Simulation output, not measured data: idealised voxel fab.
Module name: voxel gate over fins (process module)
Shown is cross-section cut, with a width of 275 nm and square cells of size 5 nm.
A cross-section is a grid of square cells, given in bands from the top down. A band is one or more rows of cells. Band: top and bottom heights (nm) first, top before bottom; then materials from left to right, widths in nm. "edge to edge" marks a sole material filling the band edge to edge. "blank" denotes empty space. Measure heights from 0. That's the level where, below it, the as-received wafer is all one material. The lowest band is bottomless and extends downward; write it as in "0 nm and below". The notation "30..40" denotes a width that varies across the rows of cells in the band, beginning at the first number in the top row, finishing at the second number in the bottom row, and changing by an identical amount from each row to the next. "all unchanged", as given for a step, is the statement that not any cell of the cross-section underwent a change during that step. "Voids lacking openings" contains a list of empty spaces, each no smaller than 8 cells and without an open way to the top, written in the form width x height at distance with the distance from the left edge and all three in nm. What comes after the settings on a step's line is commentary from the simulator itself on that step. "overlay nm", when on a step's line for a step with a mask, measures how far to the right of its planned place the mask lay; a negative measure means to the left.

These are the steps we planned for the process:
1: RECEIVE (material Si)
2: CONFORMAL_DEP (material SiN; thk nm 10)
3: MASKED_ETCH (tone cover; mask id FINS; width nm 15; pitch nm 55; etch materials SiN; depth nm 10; overlay nm 0)
4: MASKED_ETCH (tone cover; mask id FINS; width nm 15; pitch nm 55; etch materials Si; depth nm 35; overlay nm 0)
5: FILL_DEP (material SiO2; thk nm 10)
6: CMP (height nm 10)
7: PATTERN (tone open; mask id RAIL; material resist; width nm 15; thk nm 15; overlay nm 0)
8: DIRECTIONAL_ETCH (etch materials SiO2; depth nm 40)
9: STRIP (etch materials resist)
10: CONFORMAL_DEP (material TiN; thk nm 5)
11: FILL_DEP (material W; thk nm 10)
12: CMP (height nm 10)
13: SELECTIVE_ETCH (etch materials W Ru TiN; depth nm 30)
14: FILL_DEP (material SiO2; thk nm 5)
15: CMP (height nm 10)
16: SELECTIVE_ETCH (etch materials SiO2; depth nm 25)
17: STRIP (etch materials SiN)
18: CONFORMAL_DEP (material HfO2; thk nm 5)
19: CONFORMAL_DEP (material TiN; thk nm 5)
20: CONFORMAL_DEP (material TiAl; thk nm 5)
21: CONFORMAL_DEP (material TiN; thk nm 5)
22: FILL_DEP (material W; thk nm 10)
23: CMP (height nm 25)
24: CONFORMAL_DEP (material SiN; thk nm 10)

The cross-section here shows the wafer as received, i.e. in its state after step 1:
  0 nm and below | Si edge to edge
  Voids lacking openings: none

Module complete, cross-section. Starting point and plan per above. One mistake made in running the module:
  35 nm to 25 nm | SiN edge to edge
  25 nm to 20 nm | W edge to edge
  20 nm to 15 nm | W (80), TiN (110), W (85)
  15 nm to 10 nm | W (80), TiN (5), TiAl (45), TiN (10), TiAl (45), TiN (5), W (85)
  10 nm to 5 nm | W (80), TiN (5), TiAl (5), TiN (35), TiAl (5), TiN (10), TiAl (5), TiN (35), TiAl (5), TiN (5), W (85)
  5 nm to 0 nm | TiN (85), TiAl (5), TiN (5), HfO2 (25), TiN (5), TiAl (5), TiN (10), TiAl (5), TiN (5), HfO2 (25), TiN (5), TiAl (5), TiN (90)
  0 nm to -5 nm | TiAl (90), TiN (5), HfO2 (5), Si (15), HfO2 (5), TiN (5), TiAl (20), TiN (5), HfO2 (5), Si (15), HfO2 (5), TiN (5), TiAl (95)
  -5 nm to -10 nm | TiN (95), HfO2 (5), Si (15), HfO2 (5), TiN (30), HfO2 (5), Si (15), HfO2 (5), TiN (100)
  -10 nm to -15 nm | HfO2 (100), Si (15), HfO2 (40), Si (15), HfO2 (105)
  -15 nm to -20 nm | SiO2 (100), Si (15), SiO2 (40), Si (15), SiO2 (105)
  -20 nm to -25 nm | SiO2 (100), Si (15), TiN (5), W (5), TiN (5), SiO2 (25), Si (15), SiO2 (105)
  -25 nm to -30 nm | SiO2 (100), Si (15), TiN (15), SiO2 (25), Si (15), SiO2 (105)
  -30 nm to -35 nm | SiO2 (100), Si (15), SiO2 (40), Si (15), SiO2 (105)
  -35 nm and below | Si edge to edge
  Voids lacking openings: none
Deviation noted in wafer processing: step 7 ran differently from the plan; actual operation with settings: PATTERN (tone open; mask id RAIL; material resist; width nm 15; thk nm 15; overlay nm -10)
